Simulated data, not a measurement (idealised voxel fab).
process module | voxel self aligned contacts
cross-section cut | 170 nm wide | cells 5 nm
A cross-section is a grid of square cells, given in bands from the top down. A band is one or more rows of cells.
Each band's line starts with the height of the band's top and of its bottom, in nm. Then come its materials from left to right, each with its width in nm. One material with "throughout" fills the band from edge to edge. "air" is empty space.
Height 0 is the level under which the wafer as received is all one material. The lowest band goes on downwards, as in "0 down".
A width such as "30 to 40" changes by the same amount from each row of cells to the next, from the band's top row to its bottom row.
"no change" after a step means that no cell of the cross-section changed.
closed voids: empty space of 8 cells or more with no open way to the top, each as width x height at its distance from the left edge, in nm
after a step's settings: what the simulator itself notes on the step
overlay nm, on a step with a mask: how far to the right of its planned place the mask lay; to the left if negative
plan
1 op RECEIVE | material Si
2 op OXIDIZE | depth nm 5
3 op DIRECTIONAL_DEP | material polySi | thk nm 30
4 op DIRECTIONAL_DEP | material SiN | thk nm 20
5 op DIRECTIONAL_DEP | material aC | thk nm 15
6 op PATTERN | tone cover | mask id GATE | material resist | width nm 35 | pitch nm 60 | thk nm 35 | overlay nm 0
7 op DIRECTIONAL_ETCH | etch materials aC | depth nm 15
8 op STRIP | etch materials resist
9 op DIRECTIONAL_ETCH | etch materials SiN | depth nm 20
10 op DIRECTIONAL_ETCH | etch materials polySi | depth nm 30
11 op STRIP | etch materials aC
12 op CONFORMAL_DEP | material SiN | thk nm 5
13 op DIRECTIONAL_ETCH | etch materials SiN | depth nm 5
14 op FILL_DEP | material SiO2 | thk nm 10
15 op CMP | height nm 55
16 op MASKED_ETCH | tone open | mask id CONTACT | width nm 45 | etch materials SiO2 | depth nm 60 | overlay nm 0
17 op CONFORMAL_DEP | material TiN | thk nm 5
18 op FILL_DEP | material W | thk nm 10
19 op CMP | height nm 55
20 op CONFORMAL_DEP | material SiN | thk nm 5
as received, after step 1
  0 down: Si throughout
  closed voids: none
first wafer at the end, as planned
  60 to 55: SiN throughout
  55 to 50: SiO2 60 | TiN 20 | W 5 | TiN 20 | SiO2 65
  50 to 30: SiO2 30 | SiN 45 | TiN 5 | W 5 | TiN 5 | SiN 45 | SiO2 35
  30 to 0: SiO2 30 | SiN 5 | polySi 35 | SiN 5 | TiN 5 | W 5 | TiN 5 | SiN 5 | polySi 35 | SiN 5 | SiO2 35
  0 to -5: SiO2 75 | TiN 15 | SiO2 80
  -5 down: Si throughout
  closed voids: none
second wafer at the end: like start, like plan, one mistake
  60 to 55: SiN throughout
  55 to 50: W 25 | TiN 35 | SiO2 45 | TiN 35 | W 30
  50 to 30: W 25 | TiN 5 | SiN 45 | SiO2 15 | SiN 45 | TiN 5 | W 30
  30 to 0: W 25 | TiN 5 | SiN 5 | polySi 35 | SiN 5 | SiO2 15 | SiN 5 | polySi 35 | SiN 5 | TiN 5 | W 30
  0 to -5: TiN 30 | SiO2 105 | TiN 35
  -5 down: Si throughout
  closed voids: none
what went wrong: step 16 ran as: op MASKED_ETCH | tone cover | mask id CONTACT | width nm 45 | etch materials SiO2 | depth nm 60 | overlay nm 0
at the end the second wafer has, in cells: 126 fewer of SiO2 | 16 more of TiN | 110 more of W
